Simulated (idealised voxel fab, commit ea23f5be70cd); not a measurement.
This section sets out a process module, namely voxel capacitor over wiring.
Cross-section cut: width 235 nm, square cells of 5 nm.
Each cross-section below is a grid of square cells, stated as bands in top-down order, with one or more rows of cells making up each band.
The entry gives the band's vertical extent as a top height and a bottom height in nm, then its horizontal make-up as materials from left to right, each with a width in nm. "air" stands for empty space; a single material marked "all across" fills the band edge to edge.
All heights in this document are referenced to 0, defined as the level beneath which the wafer, as received, consists entirely of one material. The lowest band is not bounded below; it extends indefinitely downward and is written in the form "0..down".
It should be noted that a width expressed as "30 to 40" varies in equal increments from row to row of cells within the band, taking the value of the first number at the top row and that of the second number at the bottom row.
Take "nothing different" at face value: in the step it is given for, the cross-section changed in none of its cells.
"Closed void list" specifies each empty space that is not open to the top and that occupies no fewer than 8 cells, using the form width x height at distance, the distance measured from the left edge and all three quantities in nm.
Note: text after step settings on the step line = simulator remark on that step.
"overlay nm" denotes, for a step that has a mask, the displacement of the mask to the right of its planned place, with negative values corresponding to the left.

Process steps (planned):
- 1: RECEIVE: material Si
- 2: CONFORMAL_DEP: material SiO2, thk nm 15
- 3: CONFORMAL_DEP: material SiCN, thk nm 5
- 4: DIRECTIONAL_DEP: material SiO2, thk nm 25
- 5: MASKED_ETCH: tone open, mask id METAL_1, width nm 30, pitch nm 85, etch materials SiO2, depth nm 25, overlay nm 0
- 6: MASKED_ETCH: tone open, mask id METAL_1, width nm 30, pitch nm 85, etch materials SiCN, depth nm 5, overlay nm 0
- 7: CONFORMAL_DEP: material TiN, thk nm 5
- 8: FILL_DEP: material Cu, thk nm 5
- 9: CMP: height nm 45
- 10: CONFORMAL_DEP: material SiCN, thk nm 5
- 11: DIRECTIONAL_DEP: material SiO2, thk nm 20
- 12: DIRECTIONAL_DEP: material aC, thk nm 15
- 13: PATTERN: tone open, mask id PLUG_1, material resist, width nm 15, thk nm 30, overlay nm 0
- 14: DIRECTIONAL_ETCH: etch materials aC, depth nm 15
- 15: STRIP: etch materials resist
- 16: DIRECTIONAL_ETCH: etch materials SiO2, depth nm 20
- 17: DIRECTIONAL_ETCH: etch materials SiCN, depth nm 5
- 18: STRIP: etch materials aC
- 19: CONFORMAL_DEP: material TiN, thk nm 5
- 20: FILL_DEP: material Cu, thk nm 10
- 21: CMP: height nm 70
- 22: DIRECTIONAL_DEP: material TiN, thk nm 10
- 23: DIRECTIONAL_DEP: material HfO2, thk nm 5
- 24: DIRECTIONAL_DEP: material TiN, thk nm 10
- 25: PATTERN: tone cover, mask id UPPER_PLATE, material resist, width nm 60, thk nm 15, overlay nm 0
- 26: DIRECTIONAL_ETCH: etch materials TiN, depth nm 10
- 27: DIRECTIONAL_ETCH: etch materials HfO2, depth nm 5
- 28: STRIP: etch materials resist
- 29: MASKED_ETCH: tone cover, mask id LOWER_PLATE, width nm 70, etch materials TiN, depth nm 10, overlay nm 0
- 30: FILL_DEP: material SiO2, thk nm 15
- 31: CMP: height nm 105
- 32: DIRECTIONAL_DEP: material aC, thk nm 15
- 33: PATTERN: tone open, mask id PLUG_2, material resist, width nm 15, thk nm 30, overlay nm 0
- 34: DIRECTIONAL_ETCH: etch materials aC, depth nm 15
- 35: STRIP: etch materials resist
- 36: DIRECTIONAL_ETCH: etch materials SiO2, depth nm 10
- 37: STRIP: etch materials aC
- 38: CONFORMAL_DEP: material TiN, thk nm 5
- 39: FILL_DEP: material Ru, thk nm 10
- 40: CMP: height nm 105
- 41: CONFORMAL_DEP: material SiN, thk nm 5

as received, after step 1:
	0..down = Si all across
	Closed void list: none

Looking at the first of two wafers in cross-section at end of module - ran to plan:
	110..105 = SiN all across
	105..100 = 85 SiO2 | 5 TiN | 5 Ru | 5 TiN | 135 SiO2
	100..95 = 85 SiO2 | 15 TiN | 135 SiO2
	95..85 = 75 SiO2 | 60 TiN | 100 SiO2
	85..80 = 75 SiO2 | 60 HfO2 | 100 SiO2
	80..70 = 70 SiO2 | 70 TiN | 95 SiO2
	70..50 = 75 SiO2 | 5 TiN | 5 Cu | 5 TiN | 145 SiO2
	50..45 = 75 SiCN | 15 TiN | 145 SiCN
	45..20 = 60 SiO2 | 5 TiN | 20 Cu | 5 TiN | 55 SiO2 | 5 TiN | 20 Cu | 5 TiN | 60 SiO2
	20..15 = 60 SiCN | 30 TiN | 55 SiCN | 30 TiN | 60 SiCN
	15..0 = SiO2 all across
	0..down = Si all across
	Closed void list: none

Now the second wafer, cross-sectioned at the end of the module. Nothing different at the start, nothing different in the plan compared with the first, just one mistake when it was actually run:
	110..105 = SiN all across
	105..100 = 85 SiO2 | 5 TiN | 5 Ru | 5 TiN | 135 SiO2
	100..95 = 85 SiO2 | 15 TiN | 135 SiO2
	95..90 = SiO2 all across
	90..80 = 75 SiO2 | 60 TiN | 100 SiO2
	80..70 = 70 SiO2 | 70 TiN | 95 SiO2
	70..50 = 75 SiO2 | 5 TiN | 5 Cu | 5 TiN | 145 SiO2
	50..45 = 75 SiCN | 15 TiN | 145 SiCN
	45..20 = 60 SiO2 | 5 TiN | 20 Cu | 5 TiN | 55 SiO2 | 5 TiN | 20 Cu | 5 TiN | 60 SiO2
	20..15 = 60 SiCN | 30 TiN | 55 SiCN | 30 TiN | 60 SiCN
	15..0 = SiO2 all across
	0..down = Si all across
	Closed void list: none
Error vs. plan: it should be noted that step 23 of the plan was omitted and was not performed
Materials where the second wafer ends with more or fewer cells than the first: 12 fewer of HfO2, 12 more of SiO2
